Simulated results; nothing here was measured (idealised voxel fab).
process module | voxel tone inversion
cross-section cut | 210 nm wide | cells 5 nm
A cross-section is a grid of square cells, given in bands from the top down. A band is one or more rows of cells.
Each band's line starts with the height of the band's top and of its bottom, in nm. Then come its materials from left to right, each with its width in nm. One material with "throughout" fills the band from edge to edge. "air" is empty space.
Height 0 is the level under which the wafer as received is all one material. The lowest band goes on downwards, as in "0 down".
A width such as "30 to 40" changes by the same amount from each row of cells to the next, from the band's top row to its bottom row.
"no change" after a step means that no cell of the cross-section changed.
closed voids: empty space of 8 cells or more with no open way to the top, each as width x height at its distance from the left edge, in nm
after a step's settings: what the simulator itself notes on the step
overlay nm, on a step with a mask: how far to the right of its planned place the mask lay; to the left if negative
plan
1 op RECEIVE | material Si
2 op CONFORMAL_DEP | material SiCN | thk nm 5
3 op DIRECTIONAL_DEP | material aC | thk nm 25
4 op PATTERN | tone cover | mask id POSTS | material resist | width nm 15 | pitch nm 40 | thk nm 30 | overlay nm 0
5 op DIRECTIONAL_ETCH | etch materials aC | depth nm 25
6 op STRIP | etch materials resist
7 op FILL_DEP | material lowk | thk nm 5
8 op CMP | height nm 30
9 op STRIP | etch materials aC
10 op CONFORMAL_DEP | material TiN | thk nm 5
11 op FILL_DEP | material Ru | thk nm 10
12 op CMP | height nm 30
13 op CONFORMAL_DEP | material SiCN | thk nm 5
as received, after step 1
  0 down: Si throughout
  closed voids: none
first wafer at the end, as planned
  35 to 30: SiCN throughout
  30 to 10: lowk 75 | TiN 5 | Ru 5 | TiN 5 | lowk 25 | TiN 5 | Ru 5 | TiN 5 | lowk 80
  10 to 5: lowk 75 | TiN 15 | lowk 25 | TiN 15 | lowk 80
  5 to 0: SiCN throughout
  0 down: Si throughout
  closed voids: none
second wafer at the end: like start, like plan, one mistake
  35 to 30: SiCN throughout
  30 to 20: lowk 75 | TiN 5 | Ru 5 | TiN 5 | lowk 25 | TiN 5 | Ru 5 | TiN 5 | lowk 80
  20 to 15: lowk 75 | TiN 15 | lowk 25 | TiN 15 | lowk 80
  15 to 0: SiCN throughout
  0 down: Si throughout
  closed voids: none
what went wrong: step 2 ran as: op CONFORMAL_DEP | material SiCN | thk nm 15
at the end the second wafer has, in cells: 4 fewer of Ru | 84 more of SiCN | 8 fewer of TiN | 72 fewer of lowk
